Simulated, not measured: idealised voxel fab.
The following is a process module called voxel gate over fins.
280 nm wide, 5 nm square cells: that's cross-section cut.
When this document writes out a cross-section, it uses a grid of square cells and lists it as bands, beginning at the top and moving down, with a band standing for one or more rows of cells.
It is stipulated that each band's entry specify, in nanometres, the height of the top of the band and then that of its bottom, followed by the materials of the band in left-to-right sequence, each together with its width in nanometres. A single material marked by the word "full width" is understood to fill the band from edge to edge; the word "air" is understood to denote empty space.
We count height from 0. Below that, the starting wafer is all one material. The lowest band never ends at the bottom but goes on down; see "z 0 and below" for how that is written.
Width "30 to 40": first value at the band's top row of cells, second value at its bottom row, equal change from row to row.
"remained unchanged" for a step: no cell of the cross-section changed in that step.
This entry, "Closed cavities", enumerates those empty regions of no fewer than 8 cells that possess no open connection to the top. Each region is reported in the form width x height at distance, the distance being taken from the left edge, with all three quantities expressed in nm.
Post-settings text on a step line: simulator's own remark regarding the step.
overlay nm: for a step with a mask, the amount by which the mask lay right of where it was planned; a negative amount means left of it.
# Set out below are the planned steps of the process
| 1 | RECEIVE: material Si |
| 2 | CONFORMAL_DEP: material SiN, thk nm 10 |
| 3 | PATTERN: tone cover, mask id FINS, material resist, width nm 15, pitch nm 45, thk nm 20, overlay nm 0 |
| 4 | DIRECTIONAL_ETCH: etch materials SiN, depth nm 10 |
| 5 | DIRECTIONAL_ETCH: etch materials Si, depth nm 35 |
| 6 | STRIP: etch materials resist |
| 7 | OXIDIZE: depth nm 5 |
| 8 | FILL_DEP: material SiO2, thk nm 10 |
| 9 | CMP: height nm 10 |
| 10 | SELECTIVE_ETCH: etch materials SiO2, depth nm 20 |
| 11 | STRIP: etch materials SiN |
| 12 | CONFORMAL_DEP: material HfO2, thk nm 5 |
| 13 | CONFORMAL_DEP: material TiN, thk nm 5 |
| 14 | CONFORMAL_DEP: material TiAl, thk nm 5 |
| 15 | CONFORMAL_DEP: material TiN, thk nm 5 |
| 16 | FILL_DEP: material W, thk nm 10 |
| 17 | CMP: height nm 25 |
| 18 | CONFORMAL_DEP: material SiN, thk nm 10 |
# Wafer, first of two, run as planned
# As-received wafer cross-section (after step 1)
- z 0 and below: Si full width
- Closed cavities: none
# Wafer xsec, post step 2
- z 10 to 0: SiN full width
- Under the height 0 nothing was changed.
# Wafer xsec, post step 3
- z 30 to 10: air 110 | resist 15 | air 30 | resist 15 | air 110
- Under the height 10 nothing was changed.
# Wafer xsec, post step 4
- z 30 to 10: air 110 | resist 15 | air 30 | resist 15 | air 110
- z 10 to 0: air 110 | SiN 15 | air 30 | SiN 15 | air 110
- Under the height 0 nothing was changed.
# Wafer xsec, post step 5
- z 30 to 10: air 110 | resist 15 | air 30 | resist 15 | air 110
- z 10 to 0: air 110 | SiN 15 | air 30 | SiN 15 | air 110
- z 0 to -35: air 110 | Si 15 | air 30 | Si 15 | air 110
- Under the height -35 nothing was changed.
# Wafer xsec, post step 6
- z 10 to 0: air 110 | SiN 15 | air 30 | SiN 15 | air 110
- Under the height 0 nothing was changed.
# Wafer xsec, post step 7
- z 10 to 0: air 110 | SiN 15 | air 30 | SiN 15 | air 110
- z 0 to -35: air 110 | SiO2 5 | Si 5 | SiO2 5 | air 30 | SiO2 5 | Si 5 | SiO2 5 | air 110
- z -35 to -40: SiO2 115 | Si 5 | SiO2 40 | Si 5 | SiO2 115
- Under the height -40 nothing was changed.
# Wafer xsec, post step 8
- z 20 to 10: SiO2 full width
- z 10 to 0: SiO2 110 | SiN 15 | SiO2 30 | SiN 15 | SiO2 110
- z 0 to -40: SiO2 115 | Si 5 | SiO2 40 | Si 5 | SiO2 115
- Under the height -40 nothing was changed.
# Wafer xsec, post step 9
- z 10 to 0: SiO2 110 | SiN 15 | SiO2 30 | SiN 15 | SiO2 110
- Under the height 0 nothing was changed.
# Wafer xsec, post step 10
- z 10 to 0: air 110 | SiN 15 | air 30 | SiN 15 | air 110
- z 0 to -10: air 115 | Si 5 | air 40 | Si 5 | air 115
- Under the height -10 nothing was changed.
# Wafer xsec, post step 11
- z 0 to -10: air 115 | Si 5 | air 40 | Si 5 | air 115
- Under the height -10 nothing was changed.
# Wafer xsec, post step 12
- z 5 to 0: air 110 | HfO2 15 | air 30 | HfO2 15 | air 110
- z 0 to -5: air 110 | HfO2 5 | Si 5 | HfO2 5 | air 30 | HfO2 5 | Si 5 | HfO2 5 | air 110
- z -5 to -10: HfO2 115 | Si 5 | HfO2 40 | Si 5 | HfO2 115
- Under the height -10 nothing was changed.
# Wafer xsec, post step 13
- z 10 to 5: air 105 | TiN 25 | air 20 | TiN 25 | air 105
- z 5 to 0: air 105 | TiN 5 | HfO2 15 | TiN 5 | air 20 | TiN 5 | HfO2 15 | TiN 5 | air 105
- z 0 to -5: TiN 110 | HfO2 5 | Si 5 | HfO2 5 | TiN 30 | HfO2 5 | Si 5 | HfO2 5 | TiN 110
- Under the height -5 nothing was changed.
# Wafer xsec, post step 14
- z 15 to 10: air 100 | TiAl 35 | air 10 | TiAl 35 | air 100
- z 10 to 5: air 100 | TiAl 5 | TiN 25 | TiAl 5 | air 10 | TiAl 5 | TiN 25 | TiAl 5 | air 100
- z 5 to 0: TiAl 105 | TiN 5 | HfO2 15 | TiN 5 | TiAl 20 | TiN 5 | HfO2 15 | TiN 5 | TiAl 105
- Under the height 0 nothing was changed.
# Wafer xsec, post step 15
- z 20 to 15: air 95 | TiN 90 | air 95
- z 15 to 10: air 95 | TiN 5 | TiAl 35 | TiN 10 | TiAl 35 | TiN 5 | air 95
- z 10 to 5: TiN 100 | TiAl 5 | TiN 25 | TiAl 5 | TiN 10 | TiAl 5 | TiN 25 | TiAl 5 | TiN 100
- Under the height 5 nothing was changed.
# Wafer xsec, post step 16
- z 30 to 20: W full width
- z 20 to 15: W 95 | TiN 90 | W 95
- z 15 to 10: W 95 | TiN 5 | TiAl 35 | TiN 10 | TiAl 35 | TiN 5 | W 95
- Under the height 10 nothing was changed.
# Wafer xsec, post step 17
- z 25 to 20: W full width
- Under the height 20 nothing was changed.
# Wafer xsec, post step 18
- z 35 to 25: SiN full width
- Under the height 25 nothing was changed.
# Notes, second wafer: start = first wafer's, plan = first wafer's, execution had one mistake; history identical to first through step 2
# Second wafer at the planned finish of step 3, seen in cross-section
- z 30 to 10: air 100 | resist 15 | air 30 | resist 15 | air 120
- Under the height 10 nothing was changed.
# Second wafer at the planned finish of step 4, seen in cross-section
- z 30 to 10: air 100 | resist 15 | air 30 | resist 15 | air 120
- z 10 to 0: air 100 | SiN 15 | air 30 | SiN 15 | air 120
- Under the height 0 nothing was changed.
# Second wafer at the planned finish of step 5, seen in cross-section
- z 30 to 10: air 100 | resist 15 | air 30 | resist 15 | air 120
- z 10 to 0: air 100 | SiN 15 | air 30 | SiN 15 | air 120
- z 0 to -35: air 100 | Si 15 | air 30 | Si 15 | air 120
- Under the height -35 nothing was changed.
# Second wafer at the planned finish of step 6, seen in cross-section
- z 10 to 0: air 100 | SiN 15 | air 30 | SiN 15 | air 120
- Under the height 0 nothing was changed.
# Second wafer at the planned finish of step 7, seen in cross-section
- z 10 to 0: air 100 | SiN 15 | air 30 | SiN 15 | air 120
- z 0 to -35: air 100 | SiO2 5 | Si 5 | SiO2 5 | air 30 | SiO2 5 | Si 5 | SiO2 5 | air 120
- z -35 to -40: SiO2 105 | Si 5 | SiO2 40 | Si 5 | SiO2 125
- Under the height -40 nothing was changed.
# Second wafer at the planned finish of step 8, seen in cross-section
- z 20 to 10: SiO2 full width
- z 10 to 0: SiO2 100 | SiN 15 | SiO2 30 | SiN 15 | SiO2 120
- z 0 to -40: SiO2 105 | Si 5 | SiO2 40 | Si 5 | SiO2 125
- Under the height -40 nothing was changed.
# Second wafer at the planned finish of step 9, seen in cross-section
- z 10 to 0: SiO2 100 | SiN 15 | SiO2 30 | SiN 15 | SiO2 120
- Under the height 0 nothing was changed.
# Second wafer at the planned finish of step 10, seen in cross-section
- z 10 to 0: air 100 | SiN 15 | air 30 | SiN 15 | air 120
- z 0 to -10: air 105 | Si 5 | air 40 | Si 5 | air 125
- Under the height -10 nothing was changed.
# Second wafer at the planned finish of step 11, seen in cross-section
- z 0 to -10: air 105 | Si 5 | air 40 | Si 5 | air 125
- Under the height -10 nothing was changed.
# Second wafer at the planned finish of step 12, seen in cross-section
- z 5 to 0: air 100 | HfO2 15 | air 30 | HfO2 15 | air 120
- z 0 to -5: air 100 | HfO2 5 | Si 5 | HfO2 5 | air 30 | HfO2 5 | Si 5 | HfO2 5 | air 120
- z -5 to -10: HfO2 105 | Si 5 | HfO2 40 | Si 5 | HfO2 125
- Under the height -10 nothing was changed.
# Second wafer at the planned finish of step 13, seen in cross-section
- z 10 to 5: air 95 | TiN 25 | air 20 | TiN 25 | air 115
- z 5 to 0: air 95 | TiN 5 | HfO2 15 | TiN 5 | air 20 | TiN 5 | HfO2 15 | TiN 5 | air 115
- z 0 to -5: TiN 100 | HfO2 5 | Si 5 | HfO2 5 | TiN 30 | HfO2 5 | Si 5 | HfO2 5 | TiN 120
- Under the height -5 nothing was changed.
# Second wafer at the planned finish of step 14, seen in cross-section
- z 15 to 10: air 90 | TiAl 35 | air 10 | TiAl 35 | air 110
- z 10 to 5: air 90 | TiAl 5 | TiN 25 | TiAl 5 | air 10 | TiAl 5 | TiN 25 | TiAl 5 | air 110
- z 5 to 0: TiAl 95 | TiN 5 | HfO2 15 | TiN 5 | TiAl 20 | TiN 5 | HfO2 15 | TiN 5 | TiAl 115
- Under the height 0 nothing was changed.
# Second wafer at the planned finish of step 15, seen in cross-section
- z 20 to 15: air 85 | TiN 90 | air 105
- z 15 to 10: air 85 | TiN 5 | TiAl 35 | TiN 10 | TiAl 35 | TiN 5 | air 105
- z 10 to 5: TiN 90 | TiAl 5 | TiN 25 | TiAl 5 | TiN 10 | TiAl 5 | TiN 25 | TiAl 5 | TiN 110
- Under the height 5 nothing was changed.
# Second wafer at the planned finish of step 16, seen in cross-section
- z 30 to 20: W full width
- z 20 to 15: W 85 | TiN 90 | W 105
- z 15 to 10: W 85 | TiN 5 | TiAl 35 | TiN 10 | TiAl 35 | TiN 5 | W 105
- Under the height 10 nothing was changed.
# Second wafer at the planned finish of step 17, seen in cross-section
- z 25 to 20: W full width
- Under the height 20 nothing was changed.
# Second wafer at the planned finish of step 18, seen in cross-section
- z 35 to 25: SiN full width
- Under the height 25 nothing was changed.
The plan and the run diverged here: rather than as planned, step 3 actually ran as PATTERN: tone cover, mask id FINS, material resist, width nm 15, pitch nm 45, thk nm 20, overlay nm -10
When the process is done, the second wafer contains the same cell count of every material as the first wafer, but distributed over other locations.
